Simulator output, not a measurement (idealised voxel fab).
Herein follows the process module entitled voxel transistor to metal.
Each square cell in cross-section cut measures 5 nm, and the section as a whole is 215 nm wide.
A cross-section is written here as square cells arranged in a grid, and it is given in bands from the top down, each band taking up one or more rows of cells.
In this notation a band is specified by the heights of its top and bottom, in that order and in nm, after which its materials appear from left to right, each paired with its width in nm. The word "edge to edge" attached to a single material means that material fills the band from edge to edge; the word "empty" stands for empty space.
Basically, 0 is our baseline, since under it the wafer straight out of the box is all one material. The bottom band has no lower end and keeps on going down, so it looks like "0 nm and below".
Read "30..40" as a graded width: first number on top, second number at the bottom, same change between each pair of neighbouring rows.
It should be understood that the words "remained the same", when stated for a given step, signify that the cross-section underwent no change in any of its cells during that step.
Closed empty spaces (no open way to the top) of 8 cells or more are what "Trapped cavities" lists, each as width x height at distance from the left edge, nm for all three.
Heads up: the bit after the settings on a step's line is the simulator's remark on that step.
A step line may carry the setting "overlay nm", which, for steps involving a mask, states the distance by which the mask lay to the right of its intended position; negative values denote displacement to the left.

# Here's what the planned process steps look like
1: RECEIVE with material Si
2: OXIDIZE with depth nm 5
3: CONFORMAL_DEP with material SiN, thk nm 10
4: DIRECTIONAL_DEP with material aC, thk nm 10
5: PATTERN with tone cover, mask id ACTIVE, material resist, width nm 110, thk nm 25, overlay nm 0
6: DIRECTIONAL_ETCH with etch materials aC, depth nm 10
7: STRIP with etch materials resist
8: DIRECTIONAL_ETCH with etch materials SiN, depth nm 10
9: DIRECTIONAL_ETCH with etch materials SiO2, depth nm 5
10: DIRECTIONAL_ETCH with etch materials Si, depth nm 35
11: STRIP with etch materials aC
12: OXIDIZE with depth nm 5
13: FILL_DEP with material SiO2, thk nm 10
14: CMP with height nm 10
15: SELECTIVE_ETCH with etch materials SiO2, depth nm 10
16: STRIP with etch materials SiN
17: SELECTIVE_ETCH with etch materials SiO2, depth nm 5
18: OXIDIZE with depth nm 5
19: DIRECTIONAL_DEP with material polySi, thk nm 25
20: DIRECTIONAL_DEP with material SiCN, thk nm 10
21: MASKED_ETCH with tone cover, mask id GATE, width nm 30, etch materials SiCN, depth nm 20, overlay nm 0
22: MASKED_ETCH with tone cover, mask id GATE, width nm 30, etch materials polySi, depth nm 35, overlay nm 0
23: CONFORMAL_DEP with material SiO2, thk nm 5
24: DIRECTIONAL_ETCH with etch materials SiO2, depth nm 5
25: CONFORMAL_DEP with material SiN, thk nm 5
26: DIRECTIONAL_ETCH with etch materials SiN, depth nm 5
27: DIRECTIONAL_ETCH with etch materials SiO2, depth nm 5
28: DIRECTIONAL_ETCH with etch materials Si, depth nm 15
29: EPI with material SiGe, thk nm 20
30: FILL_DEP with material SiO2, thk nm 5
31: CMP with height nm 20
32: STRIP with etch materials polySi
33: SELECTIVE_ETCH with etch materials SiO2, depth nm 5
34: CONFORMAL_DEP with material HfO2, thk nm 5
35: CONFORMAL_DEP with material TiN, thk nm 5
36: FILL_DEP with material W, thk nm 10
37: CMP with height nm 15
38: DIRECTIONAL_DEP with material SiO2, thk nm 10
39: PATTERN with tone open, mask id CONTACT, material resist, width nm 15, pitch nm 75, thk nm 15, overlay nm 0
40: DIRECTIONAL_ETCH with etch materials SiO2, depth nm 15
41: STRIP with etch materials resist
42: CONFORMAL_DEP with material TiN, thk nm 5
43: FILL_DEP with material W, thk nm 10
44: CMP with height nm 25
45: CONFORMAL_DEP with material SiCN, thk nm 5
46: DIRECTIONAL_DEP with material lowk, thk nm 25
47: MASKED_ETCH with tone open, mask id METAL_1, width nm 15, pitch nm 75, etch materials lowk, depth nm 25, overlay nm 0
48: MASKED_ETCH with tone open, mask id METAL_1, width nm 15, pitch nm 75, etch materials SiCN, depth nm 5, overlay nm 0
49: CONFORMAL_DEP with material TiN, thk nm 5
50: FILL_DEP with material W, thk nm 10
51: CMP with height nm 55
52: CONFORMAL_DEP with material SiCN, thk nm 5

# first wafer, as planned

# As-received state of the wafer in cross-section, equivalent to post-step 1
	0 nm and below | Si edge to edge
	Trapped cavities: none

# Wafer section view after processing step 2
	0 nm to -5 nm | SiO2 edge to edge
	Below -5, the layers are the same as they were.

# Wafer section view after processing step 3
	10 nm to 0 nm | SiN edge to edge
	Below 0, the layers are the same as they were.

# Wafer section view after processing step 4
	20 nm to 10 nm | aC edge to edge
	Below 10, the layers are the same as they were.

# Wafer section view after processing step 5
	45 nm to 20 nm | empty 50; resist 110; empty 55
	Below 20, the layers are the same as they were.

# Wafer section view after processing step 6
	35 nm to 20 nm | empty 50; resist 110; empty 55
	20 nm to 10 nm | empty 50; aC 110; empty 55
	Below 10, the layers are the same as they were.

# Wafer section view after processing step 7
	20 nm to 10 nm | empty 50; aC 110; empty 55
	Below 10, the layers are the same as they were.

# Wafer section view after processing step 8
	20 nm to 10 nm | empty 50; aC 110; empty 55
	10 nm to 0 nm | empty 50; SiN 110; empty 55
	Below 0, the layers are the same as they were.

# Wafer section view after processing step 9
	20 nm to 10 nm | empty 50; aC 110; empty 55
	10 nm to 0 nm | empty 50; SiN 110; empty 55
	0 nm to -5 nm | empty 50; SiO2 110; empty 55
	Below -5, the layers are the same as they were.

# Wafer section view after processing step 10
	20 nm to 10 nm | empty 50; aC 110; empty 55
	10 nm to 0 nm | empty 50; SiN 110; empty 55
	0 nm to -5 nm | empty 50; SiO2 110; empty 55
	-5 nm to -40 nm | empty 50; Si 110; empty 55
	Below -40, the layers are the same as they were.

# Wafer section view after processing step 11
	10 nm to 0 nm | empty 50; SiN 110; empty 55
	Below 0, the layers are the same as they were.

# Wafer section view after processing step 12
	10 nm to 0 nm | empty 50; SiN 110; empty 55
	0 nm to -5 nm | empty 50; SiO2 110; empty 55
	-5 nm to -40 nm | empty 50; SiO2 5; Si 100; SiO2 5; empty 55
	-40 nm to -45 nm | SiO2 55; Si 100; SiO2 60
	Below -45, the layers are the same as they were.

# Wafer section view after processing step 13
	20 nm to 10 nm | SiO2 edge to edge
	10 nm to 0 nm | SiO2 50; SiN 110; SiO2 55
	0 nm to -5 nm | SiO2 edge to edge
	-5 nm to -45 nm | SiO2 55; Si 100; SiO2 60
	Below -45, the layers are the same as they were.

# Wafer section view after processing step 14
	10 nm to 0 nm | SiO2 50; SiN 110; SiO2 55
	Below 0, the layers are the same as they were.

# Wafer section view after processing step 15
	10 nm to 0 nm | empty 50; SiN 110; empty 55
	Below 0, the layers are the same as they were.

# Wafer section view after processing step 16
	0 nm to -5 nm | SiO2 edge to edge
	Below -5, the layers are the same as they were.

# Wafer section view after processing step 17
	-5 nm to -45 nm | SiO2 55; Si 100; SiO2 60
	Below -45, the layers are the same as they were.

# Wafer section view after processing step 18
	-5 nm to -10 nm | SiO2 edge to edge
	Below -10, the layers are the same as they were.

# Wafer section view after processing step 19
	20 nm to -5 nm | polySi edge to edge
	Below -5, the layers are the same as they were.

# Wafer section view after processing step 20
	30 nm to 20 nm | SiCN edge to edge
	Below 20, the layers are the same as they were.

# Wafer section view after processing step 21
	30 nm to 20 nm | empty 90; SiCN 30; empty 95
	Below 20, the layers are the same as they were.

# Wafer section view after processing step 22
	30 nm to 20 nm | empty 90; SiCN 30; empty 95
	20 nm to -5 nm | empty 90; polySi 30; empty 95
	Below -5, the layers are the same as they were.

# Wafer section view after processing step 23
	35 nm to 30 nm | empty 85; SiO2 40; empty 90
	30 nm to 20 nm | empty 85; SiO2 5; SiCN 30; SiO2 5; empty 90
	20 nm to 0 nm | empty 85; SiO2 5; polySi 30; SiO2 5; empty 90
	0 nm to -5 nm | SiO2 90; polySi 30; SiO2 95
	Below -5, the layers are the same as they were.

# Wafer section view after processing step 24
	30 nm to 20 nm | empty 85; SiO2 5; SiCN 30; SiO2 5; empty 90
	20 nm to -5 nm | empty 85; SiO2 5; polySi 30; SiO2 5; empty 90
	Below -5, the layers are the same as they were.

# Wafer section view after processing step 25
	35 nm to 30 nm | empty 80; SiN 50; empty 85
	30 nm to 20 nm | empty 80; SiN 5; SiO2 5; SiCN 30; SiO2 5; SiN 5; empty 85
	20 nm to 0 nm | empty 80; SiN 5; SiO2 5; polySi 30; SiO2 5; SiN 5; empty 85
	0 nm to -5 nm | SiN 85; SiO2 5; polySi 30; SiO2 5; SiN 90
	Below -5, the layers are the same as they were.

# Wafer section view after processing step 26
	30 nm to 20 nm | empty 80; SiN 5; SiO2 5; SiCN 30; SiO2 5; SiN 5; empty 85
	20 nm to -5 nm | empty 80; SiN 5; SiO2 5; polySi 30; SiO2 5; SiN 5; empty 85
	Below -5, the layers are the same as they were.

# Wafer section view after processing step 27
	30 nm to 25 nm | empty 80; SiN 5; empty 5; SiCN 30; empty 5; SiN 5; empty 85
	25 nm to 20 nm | empty 80; SiN 5; SiO2 5; SiCN 30; SiO2 5; SiN 5; empty 85
	20 nm to -5 nm | empty 80; SiN 5; SiO2 5; polySi 30; SiO2 5; SiN 5; empty 85
	-5 nm to -10 nm | empty 80; SiO2 50; empty 85
	Below -10, the layers are the same as they were.

# Wafer section view after processing step 28
	30 nm to 25 nm | empty 80; SiN 5; empty 5; SiCN 30; empty 5; SiN 5; empty 85
	25 nm to 20 nm | empty 80; SiN 5; SiO2 5; SiCN 30; SiO2 5; SiN 5; empty 85
	20 nm to -5 nm | empty 80; SiN 5; SiO2 5; polySi 30; SiO2 5; SiN 5; empty 85
	-5 nm to -10 nm | empty 80; SiO2 50; empty 85
	-10 nm to -25 nm | SiO2 55; empty 25; Si 50; empty 25; SiO2 60
	Below -25, the layers are the same as they were.

# Wafer section view after processing step 29
	30 nm to 25 nm | empty 80; SiN 5; empty 5; SiCN 30; empty 5; SiN 5; empty 85
	25 nm to 20 nm | empty 80; SiN 5; SiO2 5; SiCN 30; SiO2 5; SiN 5; empty 85
	20 nm to 10 nm | empty 80; SiN 5; SiO2 5; polySi 30; SiO2 5; SiN 5; empty 85
	10 nm to -5 nm | empty 60; SiGe 20; SiN 5; SiO2 5; polySi 30; SiO2 5; SiN 5; SiGe 20; empty 65
	-5 nm to -10 nm | empty 50; SiGe 30; SiO2 50; SiGe 30; empty 55
	-10 nm to -25 nm | SiO2 55; SiGe 25; Si 50; SiGe 25; SiO2 60
	Below -25, the layers are the same as they were.

# Wafer section view after processing step 30
	35 nm to 30 nm | SiO2 edge to edge
	30 nm to 20 nm | SiO2 80; SiN 5; SiO2 5; SiCN 30; SiO2 5; SiN 5; SiO2 85
	20 nm to 10 nm | SiO2 80; SiN 5; SiO2 5; polySi 30; SiO2 5; SiN 5; SiO2 85
	10 nm to -5 nm | SiO2 60; SiGe 20; SiN 5; SiO2 5; polySi 30; SiO2 5; SiN 5; SiGe 20; SiO2 65
	-5 nm to -10 nm | SiO2 50; SiGe 30; SiO2 50; SiGe 30; SiO2 55
	Below -10, the layers are the same as they were.

# Wafer section view after processing step 31
	20 nm to 10 nm | SiO2 80; SiN 5; SiO2 5; polySi 30; SiO2 5; SiN 5; SiO2 85
	Below 10, the layers are the same as they were.

# Wafer section view after processing step 32
	20 nm to 10 nm | SiO2 80; SiN 5; SiO2 5; empty 30; SiO2 5; SiN 5; SiO2 85
	10 nm to -5 nm | SiO2 60; SiGe 20; SiN 5; SiO2 5; empty 30; SiO2 5; SiN 5; SiGe 20; SiO2 65
	Below -5, the layers are the same as they were.

# Wafer section view after processing step 33
	20 nm to 15 nm | empty 80; SiN 5; empty 40; SiN 5; empty 85
	15 nm to 10 nm | SiO2 80; SiN 5; empty 40; SiN 5; SiO2 85
	10 nm to -5 nm | SiO2 60; SiGe 20; SiN 5; empty 40; SiN 5; SiGe 20; SiO2 65
	-5 nm to -10 nm | SiO2 50; SiGe 30; SiO2 5; empty 40; SiO2 5; SiGe 30; SiO2 55
	Below -10, the layers are the same as they were.

# Wafer section view after processing step 34
	25 nm to 20 nm | empty 75; HfO2 15; empty 30; HfO2 15; empty 80
	20 nm to 15 nm | HfO2 80; SiN 5; HfO2 5; empty 30; HfO2 5; SiN 5; HfO2 85
	15 nm to 10 nm | SiO2 80; SiN 5; HfO2 5; empty 30; HfO2 5; SiN 5; SiO2 85
	10 nm to -5 nm | SiO2 60; SiGe 20; SiN 5; HfO2 5; empty 30; HfO2 5; SiN 5; SiGe 20; SiO2 65
	-5 nm to -10 nm | SiO2 50; SiGe 30; SiO2 5; HfO2 40; SiO2 5; SiGe 30; SiO2 55
	Below -10, the layers are the same as they were.

# Wafer section view after processing step 35
	30 nm to 25 nm | empty 70; TiN 25; empty 20; TiN 25; empty 75
	25 nm to 20 nm | TiN 75; HfO2 15; TiN 5; empty 20; TiN 5; HfO2 15; TiN 80
	20 nm to 15 nm | HfO2 80; SiN 5; HfO2 5; TiN 5; empty 20; TiN 5; HfO2 5; SiN 5; HfO2 85
	15 nm to 10 nm | SiO2 80; SiN 5; HfO2 5; TiN 5; empty 20; TiN 5; HfO2 5; SiN 5; SiO2 85
	10 nm to 0 nm | SiO2 60; SiGe 20; SiN 5; HfO2 5; TiN 5; empty 20; TiN 5; HfO2 5; SiN 5; SiGe 20; SiO2 65
	0 nm to -5 nm | SiO2 60; SiGe 20; SiN 5; HfO2 5; TiN 30; HfO2 5; SiN 5; SiGe 20; SiO2 65
	Below -5, the layers are the same as they were.

# Wafer section view after processing step 36
	40 nm to 30 nm | W edge to edge
	30 nm to 25 nm | W 70; TiN 25; W 20; TiN 25; W 75
	25 nm to 20 nm | TiN 75; HfO2 15; TiN 5; W 20; TiN 5; HfO2 15; TiN 80
	20 nm to 15 nm | HfO2 80; SiN 5; HfO2 5; TiN 5; W 20; TiN 5; HfO2 5; SiN 5; HfO2 85
	15 nm to 10 nm | SiO2 80; SiN 5; HfO2 5; TiN 5; W 20; TiN 5; HfO2 5; SiN 5; SiO2 85
	10 nm to 0 nm | SiO2 60; SiGe 20; SiN 5; HfO2 5; TiN 5; W 20; TiN 5; HfO2 5; SiN 5; SiGe 20; SiO2 65
	Below 0, the layers are the same as they were.

# Wafer section view after processing step 37
	15 nm to 10 nm | SiO2 80; SiN 5; HfO2 5; TiN 5; W 20; TiN 5; HfO2 5; SiN 5; SiO2 85
	Below 10, the layers are the same as they were.

# Wafer section view after processing step 38
	25 nm to 15 nm | SiO2 edge to edge
	Below 15, the layers are the same as they were.

# Wafer section view after processing step 39
	40 nm to 25 nm | resist 60; empty 15; resist 60; empty 15; resist 65
	Below 25, the layers are the same as they were.

# Wafer section view after processing step 40
	40 nm to 25 nm | resist 60; empty 15; resist 60; empty 15; resist 65
	25 nm to 15 nm | SiO2 60; empty 15; SiO2 60; empty 15; SiO2 65
	15 nm to 10 nm | SiO2 60; empty 15; SiO2 5; SiN 5; HfO2 5; TiN 5; W 20; TiN 5; HfO2 5; SiN 5; SiO2 5; empty 15; SiO2 65
	Below 10, the layers are the same as they were.

# Wafer section view after processing step 41
	25 nm to 15 nm | SiO2 60; empty 15; SiO2 60; empty 15; SiO2 65
	Below 15, the layers are the same as they were.

# Wafer section view after processing step 42
	30 nm to 25 nm | TiN 65; empty 5; TiN 70; empty 5; TiN 70
	25 nm to 15 nm | SiO2 60; TiN 5; empty 5; TiN 5; SiO2 60; TiN 5; empty 5; TiN 5; SiO2 65
	15 nm to 10 nm | SiO2 60; TiN 15; SiO2 5; SiN 5; HfO2 5; TiN 5; W 20; TiN 5; HfO2 5; SiN 5; SiO2 5; TiN 15; SiO2 65
	Below 10, the layers are the same as they were.

# Wafer section view after processing step 43
	40 nm to 30 nm | W edge to edge
	30 nm to 25 nm | TiN 65; W 5; TiN 70; W 5; TiN 70
	25 nm to 15 nm | SiO2 60; TiN 5; W 5; TiN 5; SiO2 60; TiN 5; W 5; TiN 5; SiO2 65
	Below 15, the layers are the same as they were.

# Wafer section view after processing step 44
	25 nm to 15 nm | SiO2 60; TiN 5; W 5; TiN 5; SiO2 60; TiN 5; W 5; TiN 5; SiO2 65
	Below 15, the layers are the same as they were.

# Wafer section view after processing step 45
	30 nm to 25 nm | SiCN edge to edge
	Below 25, the layers are the same as they were.

# Wafer section view after processing step 46
	55 nm to 30 nm | lowk edge to edge
	Below 30, the layers are the same as they were.

# Wafer section view after processing step 47
	55 nm to 30 nm | lowk 60; empty 15; lowk 60; empty 15; lowk 65
	Below 30, the layers are the same as they were.

# Wafer section view after processing step 48
	55 nm to 30 nm | lowk 60; empty 15; lowk 60; empty 15; lowk 65
	30 nm to 25 nm | SiCN 60; empty 15; SiCN 60; empty 15; SiCN 65
	Below 25, the layers are the same as they were.

# Wafer section view after processing step 49
	60 nm to 55 nm | TiN 65; empty 5; TiN 70; empty 5; TiN 70
	55 nm to 30 nm | lowk 60; TiN 5; empty 5; TiN 5; lowk 60; TiN 5; empty 5; TiN 5; lowk 65
	30 nm to 25 nm | SiCN 60; TiN 15; SiCN 60; TiN 15; SiCN 65
	Below 25, the layers are the same as they were.

# Wafer section view after processing step 50
	70 nm to 60 nm | W edge to edge
	60 nm to 55 nm | TiN 65; W 5; TiN 70; W 5; TiN 70
	55 nm to 30 nm | lowk 60; TiN 5; W 5; TiN 5; lowk 60; TiN 5; W 5; TiN 5; lowk 65
	Below 30, the layers are the same as they were.

# Wafer section view after processing step 51
	55 nm to 30 nm | lowk 60; TiN 5; W 5; TiN 5; lowk 60; TiN 5; W 5; TiN 5; lowk 65
	Below 30, the layers are the same as they were.

# Wafer section view after processing step 52
	60 nm to 55 nm | SiCN edge to edge
	Below 55, the layers are the same as they were.

# Wafer two: like wafer one in start and plan, but with one mistake in execution; identical up to and including step 33

# Here is the second wafer in cross-section at the point where step 34 of the plan should have been done
	25 nm to 20 nm | empty 75; TiN 15; empty 30; TiN 15; empty 80
	20 nm to 15 nm | TiN 80; SiN 5; TiN 5; empty 30; TiN 5; SiN 5; TiN 85
	15 nm to 10 nm | SiO2 80; SiN 5; TiN 5; empty 30; TiN 5; SiN 5; SiO2 85
	10 nm to -5 nm | SiO2 60; SiGe 20; SiN 5; TiN 5; empty 30; TiN 5; SiN 5; SiGe 20; SiO2 65
	-5 nm to -10 nm | SiO2 50; SiGe 30; SiO2 5; TiN 40; SiO2 5; SiGe 30; SiO2 55
	Below -10, the layers are the same as they were.

# Here is the second wafer in cross-section at the point where step 35 of the plan should have been done
	30 nm to 25 nm | empty 70; HfO2 25; empty 20; HfO2 25; empty 75
	25 nm to 20 nm | HfO2 75; TiN 15; HfO2 5; empty 20; HfO2 5; TiN 15; HfO2 80
	20 nm to 15 nm | TiN 80; SiN 5; TiN 5; HfO2 5; empty 20; HfO2 5; TiN 5; SiN 5; TiN 85
	15 nm to 10 nm | SiO2 80; SiN 5; TiN 5; HfO2 5; empty 20; HfO2 5; TiN 5; SiN 5; SiO2 85
	10 nm to 0 nm | SiO2 60; SiGe 20; SiN 5; TiN 5; HfO2 5; empty 20; HfO2 5; TiN 5; SiN 5; SiGe 20; SiO2 65
	0 nm to -5 nm | SiO2 60; SiGe 20; SiN 5; TiN 5; HfO2 30; TiN 5; SiN 5; SiGe 20; SiO2 65
	Below -5, the layers are the same as they were.

# Here is the second wafer in cross-section at the point where step 36 of the plan should have been done
	40 nm to 30 nm | W edge to edge
	30 nm to 25 nm | W 70; HfO2 25; W 20; HfO2 25; W 75
	25 nm to 20 nm | HfO2 75; TiN 15; HfO2 5; W 20; HfO2 5; TiN 15; HfO2 80
	20 nm to 15 nm | TiN 80; SiN 5; TiN 5; HfO2 5; W 20; HfO2 5; TiN 5; SiN 5; TiN 85
	15 nm to 10 nm | SiO2 80; SiN 5; TiN 5; HfO2 5; W 20; HfO2 5; TiN 5; SiN 5; SiO2 85
	10 nm to 0 nm | SiO2 60; SiGe 20; SiN 5; TiN 5; HfO2 5; W 20; HfO2 5; TiN 5; SiN 5; SiGe 20; SiO2 65
	Below 0, the layers are the same as they were.

# Here is the second wafer in cross-section at the point where step 37 of the plan should have been done
	15 nm to 10 nm | SiO2 80; SiN 5; TiN 5; HfO2 5; W 20; HfO2 5; TiN 5; SiN 5; SiO2 85
	Below 10, the layers are the same as they were.

# Here is the second wafer in cross-section at the point where step 38 of the plan should have been done
	25 nm to 15 nm | SiO2 edge to edge
	Below 15, the layers are the same as they were.

# Here is the second wafer in cross-section at the point where step 39 of the plan should have been done
	40 nm to 25 nm | resist 60; empty 15; resist 60; empty 15; resist 65
	Below 25, the layers are the same as they were.

# Here is the second wafer in cross-section at the point where step 40 of the plan should have been done
	40 nm to 25 nm | resist 60; empty 15; resist 60; empty 15; resist 65
	25 nm to 15 nm | SiO2 60; empty 15; SiO2 60; empty 15; SiO2 65
	15 nm to 10 nm | SiO2 60; empty 15; SiO2 5; SiN 5; TiN 5; HfO2 5; W 20; HfO2 5; TiN 5; SiN 5; SiO2 5; empty 15; SiO2 65
	Below 10, the layers are the same as they were.

# Here is the second wafer in cross-section at the point where step 41 of the plan should have been done
	25 nm to 15 nm | SiO2 60; empty 15; SiO2 60; empty 15; SiO2 65
	Below 15, the layers are the same as they were.

# Here is the second wafer in cross-section at the point where step 42 of the plan should have been done
	30 nm to 25 nm | TiN 65; empty 5; TiN 70; empty 5; TiN 70
	25 nm to 15 nm | SiO2 60; TiN 5; empty 5; TiN 5; SiO2 60; TiN 5; empty 5; TiN 5; SiO2 65
	15 nm to 10 nm | SiO2 60; TiN 15; SiO2 5; SiN 5; TiN 5; HfO2 5; W 20; HfO2 5; TiN 5; SiN 5; SiO2 5; TiN 15; SiO2 65
	Below 10, the layers are the same as they were.

# Here is the second wafer in cross-section at the point where step 43 of the plan should have been done
	40 nm to 30 nm | W edge to edge
	30 nm to 25 nm | TiN 65; W 5; TiN 70; W 5; TiN 70
	25 nm to 15 nm | SiO2 60; TiN 5; W 5; TiN 5; SiO2 60; TiN 5; W 5; TiN 5; SiO2 65
	Below 15, the layers are the same as they were.

# Here is the second wafer in cross-section at the point where step 44 of the plan should have been done
	25 nm to 15 nm | SiO2 60; TiN 5; W 5; TiN 5; SiO2 60; TiN 5; W 5; TiN 5; SiO2 65
	Below 15, the layers are the same as they were.

# Here is the second wafer in cross-section at the point where step 45 of the plan should have been done
	30 nm to 25 nm | SiCN edge to edge
	Below 25, the layers are the same as they were.

# Here is the second wafer in cross-section at the point where step 46 of the plan should have been done
	55 nm to 30 nm | lowk edge to edge
	Below 30, the layers are the same as they were.

# Here is the second wafer in cross-section at the point where step 47 of the plan should have been done
	55 nm to 30 nm | lowk 60; empty 15; lowk 60; empty 15; lowk 65
	Below 30, the layers are the same as they were.

# Here is the second wafer in cross-section at the point where step 48 of the plan should have been done
	55 nm to 30 nm | lowk 60; empty 15; lowk 60; empty 15; lowk 65
	30 nm to 25 nm | SiCN 60; empty 15; SiCN 60; empty 15; SiCN 65
	Below 25, the layers are the same as they were.

# Here is the second wafer in cross-section at the point where step 49 of the plan should have been done
	60 nm to 55 nm | TiN 65; empty 5; TiN 70; empty 5; TiN 70
	55 nm to 30 nm | lowk 60; TiN 5; empty 5; TiN 5; lowk 60; TiN 5; empty 5; TiN 5; lowk 65
	30 nm to 25 nm | SiCN 60; TiN 15; SiCN 60; TiN 15; SiCN 65
	Below 25, the layers are the same as they were.

# Here is the second wafer in cross-section at the point where step 50 of the plan should have been done
	70 nm to 60 nm | W edge to edge
	60 nm to 55 nm | TiN 65; W 5; TiN 70; W 5; TiN 70
	55 nm to 30 nm | lowk 60; TiN 5; W 5; TiN 5; lowk 60; TiN 5; W 5; TiN 5; lowk 65
	Below 30, the layers are the same as they were.

# Here is the second wafer in cross-section at the point where step 51 of the plan should have been done
	55 nm to 30 nm | lowk 60; TiN 5; W 5; TiN 5; lowk 60; TiN 5; W 5; TiN 5; lowk 65
	Below 30, the layers are the same as they were.

# Here is the second wafer in cross-section at the point where step 52 of the plan should have been done
	60 nm to 55 nm | SiCN edge to edge
	Below 55, the layers are the same as they were.
Against the plan, the run slipped here: mixed up steps 34 and 35 - ran each in the other's place
Upon completion, the second wafer contains, in terms of cells, a greater or smaller amount of certain materials than the first wafer: HfO2: 4 fewer | TiN: 4 more
